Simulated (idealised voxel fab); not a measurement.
Process module name: voxel spacer lines
Section shown: cut. Width: 280 nm. Cell size: 5 nm, square.
If you're reading a cross-section in this doc, picture square cells in a grid; it comes to you as bands, top ones listed first down to the bottom, and a band can be one or more rows of cells.
First you get the band's top height and its bottom height, in nm, and then the materials it's made of, left to right, with each width in nm. If you see a single material with "throughout", that one covers the band edge to edge. "blank" is empty space.
A quick word on heights: they are counted from 0, and under that level the wafer as it came to us is one material throughout. The lowest band is different from the rest in having no bottom; it simply continues downward, written as in "0..down".
You'd read "30->40" like this: the band's top row of cells is as wide as the first number, its bottom row is as wide as the second, and going down, every row changes width by the same amount as the row before did.
Where a step carries "no modifications", the cross-section came out of it unchanged, cell for cell.
Look at "Sealed void listing" for the closed voids: empty spaces with no open path to the top, sized 8 cells or up. Each is width x height at distance, distance from the left edge, all nm.
Step line, after settings: the simulator's comment on this step.
overlay nm: for a step with a mask, the amount by which the mask lay right of where it was planned; a negative amount means left of it.
# Planned step list for the process
- 1: op RECEIVE | material Si
- 2: op CONFORMAL_DEP | material Al2O3 | thk nm 5
- 3: op DIRECTIONAL_DEP | material SiN | thk nm 20
- 4: op DIRECTIONAL_DEP | material polySi | thk nm 25
- 5: op PATTERN | tone cover | mask id MANDREL | material resist | width nm 20 | pitch nm 60 | thk nm 30 | overlay nm 0
- 6: op DIRECTIONAL_ETCH | etch materials polySi | depth nm 25
- 7: op STRIP | etch materials resist
- 8: op CONFORMAL_DEP | material SiO2 | thk nm 10
- 9: op DIRECTIONAL_ETCH | etch materials SiO2 | depth nm 10
- 10: op STRIP | etch materials polySi
- 11: op DIRECTIONAL_ETCH | etch materials SiN | depth nm 20
- 12: op STRIP | etch materials SiO2
# Wafer at receipt (post step 1), cross-section
	0..down = Si throughout
	Sealed void listing: none
# Final wafer profile in cross-section after the module, from the same start and plan as above, with one mistake made during processing
	25..5 = 60 of blank | 40 of SiN | 20 of blank | 40 of SiN | 20 of blank | 40 of SiN | 60 of blank
	5..0 = Al2O3 throughout
	0..down = Si throughout
	Sealed void listing: none
So what did we get wrong on this run? order of steps 10 and 11 inverted relative to the plan
